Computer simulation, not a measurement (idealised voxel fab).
voxel gate over fins: a process module
Square cells of 5 nm make up the cross-section cut, whose width is 210 nm.
If you're reading a cross-section in this doc, picture square cells in a grid; it comes to you as bands, top ones listed first down to the bottom, and a band can be one or more rows of cells.
Band: top height; bottom height; in nm. Then, left to right: material with width in nm, for each material. "all across": a single material spanning edge to edge. "blank": empty space.
Heights from 0 (as-received wafer is one material below). Bottom band endless downward, as "z 0 and below".
Width: "30 to 40" (first number = top row, second number = bottom row, same change from row to row of cells).
Where a step carries "stayed the same", the cross-section came out of it unchanged, cell for cell.
In "Closed void inventory" the enclosed voids are listed, meaning empty spaces of 8 cells or larger without any opening to the top. The form is width x height at distance, distance from the left edge, units nm.
On each step's line, the part that comes after the settings is the simulator's own comment on the step.
The setting "overlay nm" may be written on the line of a step. When the step uses a mask, the value reports how far to the right of the planned place the mask lay, and a negative value reports that it lay to the left.

[plan]
1. RECEIVE: material Si
2. CONFORMAL_DEP: material SiN, thk nm 10
3. DIRECTIONAL_DEP: material aC, thk nm 15
4. PATTERN: tone cover, mask id FINS, material resist, width nm 15, pitch nm 45, thk nm 35, overlay nm 0
5. DIRECTIONAL_ETCH: etch materials aC, depth nm 15
6. STRIP: etch materials resist
7. DIRECTIONAL_ETCH: etch materials SiN, depth nm 10
8. DIRECTIONAL_ETCH: etch materials Si, depth nm 35
9. STRIP: etch materials aC
10. FILL_DEP: material SiO2, thk nm 15
11. CMP: height nm 10
12. SELECTIVE_ETCH: etch materials SiO2, depth nm 25
13. STRIP: etch materials SiN
14. CONFORMAL_DEP: material HfO2, thk nm 5
15. CONFORMAL_DEP: material TiN, thk nm 5
16. CONFORMAL_DEP: material TiAl, thk nm 5
17. CONFORMAL_DEP: material TiN, thk nm 5
18. FILL_DEP: material W, thk nm 10
19. CMP: height nm 25
20. CONFORMAL_DEP: material SiCN, thk nm 5

[Cross-section, incoming material, after step 1]
> z 0 and below = Si all across
> Closed void inventory: none

[Module complete - cross-section of the first of two wafers, run according to plan]
> z 30 to 25 = SiCN all across
> z 25 to 20 = W all across
> z 20 to 15 = 30 W, then 145 TiN, then 35 W
> z 15 to 10 = 30 W, then 5 TiN, then 135 TiAl, then 5 TiN, then 35 W
> z 10 to 5 = 30 W, then 5 TiN, then 5 TiAl, then 35 TiN, then 10 TiAl, then 35 TiN, then 10 TiAl, then 35 TiN, then 5 TiAl, then 5 TiN, then 35 W
> z 5 to 0 = 35 TiN, then 5 TiAl, then 5 TiN, then 25 HfO2, then 5 TiN, then 10 TiAl, then 5 TiN, then 25 HfO2, then 5 TiN, then 10 TiAl, then 5 TiN, then 25 HfO2, then 5 TiN, then 5 TiAl, then 40 TiN
> z 0 to -5 = 40 TiAl, then 5 TiN, then 5 HfO2, then 15 Si, then 5 HfO2, then 5 TiN, then 10 TiAl, then 5 TiN, then 5 HfO2, then 15 Si, then 5 HfO2, then 5 TiN, then 10 TiAl, then 5 TiN, then 5 HfO2, then 15 Si, then 5 HfO2, then 5 TiN, then 45 TiAl
> z -5 to -10 = 45 TiN, then 5 HfO2, then 15 Si, then 5 HfO2, then 20 TiN, then 5 HfO2, then 15 Si, then 5 HfO2, then 20 TiN, then 5 HfO2, then 15 Si, then 5 HfO2, then 50 TiN
> z -10 to -15 = 50 HfO2, then 15 Si, then 30 HfO2, then 15 Si, then 30 HfO2, then 15 Si, then 55 HfO2
> z -15 to -35 = 50 SiO2, then 15 Si, then 30 SiO2, then 15 Si, then 30 SiO2, then 15 Si, then 55 SiO2
> z -35 and below = Si all across
> Closed void inventory: none

[Wafer two, sectioned after the module: the first wafer's start, the first wafer's plan, and one mistake in how it was run]
> z 30 to 25 = SiCN all across
> z 25 to 20 = W all across
> z 20 to 15 = 25 W, then 145 TiN, then 40 W
> z 15 to 10 = 25 W, then 5 TiN, then 135 TiAl, then 5 TiN, then 40 W
> z 10 to 5 = 25 W, then 5 TiN, then 5 TiAl, then 35 TiN, then 10 TiAl, then 35 TiN, then 10 TiAl, then 35 TiN, then 5 TiAl, then 5 TiN, then 40 W
> z 5 to 0 = 30 TiN, then 5 TiAl, then 5 TiN, then 25 HfO2, then 5 TiN, then 10 TiAl, then 5 TiN, then 25 HfO2, then 5 TiN, then 10 TiAl, then 5 TiN, then 25 HfO2, then 5 TiN, then 5 TiAl, then 45 TiN
> z 0 to -5 = 35 TiAl, then 5 TiN, then 5 HfO2, then 15 Si, then 5 HfO2, then 5 TiN, then 10 TiAl, then 5 TiN, then 5 HfO2, then 15 Si, then 5 HfO2, then 5 TiN, then 10 TiAl, then 5 TiN, then 5 HfO2, then 15 Si, then 5 HfO2, then 5 TiN, then 50 TiAl
> z -5 to -10 = 40 TiN, then 5 HfO2, then 15 Si, then 5 HfO2, then 20 TiN, then 5 HfO2, then 15 Si, then 5 HfO2, then 20 TiN, then 5 HfO2, then 15 Si, then 5 HfO2, then 55 TiN
> z -10 to -15 = 45 HfO2, then 15 Si, then 30 HfO2, then 15 Si, then 30 HfO2, then 15 Si, then 60 HfO2
> z -15 to -35 = 45 SiO2, then 15 Si, then 30 SiO2, then 15 Si, then 30 SiO2, then 15 Si, then 60 SiO2
> z -35 and below = Si all across
> Closed void inventory: none
Finding, execution versus plan: step 4 did not use the planned setting and instead ran as PATTERN: tone cover, mask id FINS, material resist, width nm 15, pitch nm 45, thk nm 35, overlay nm -5
So at the finish, the second wafer's got exactly as many cells of each material as the first, just not in the same spots.
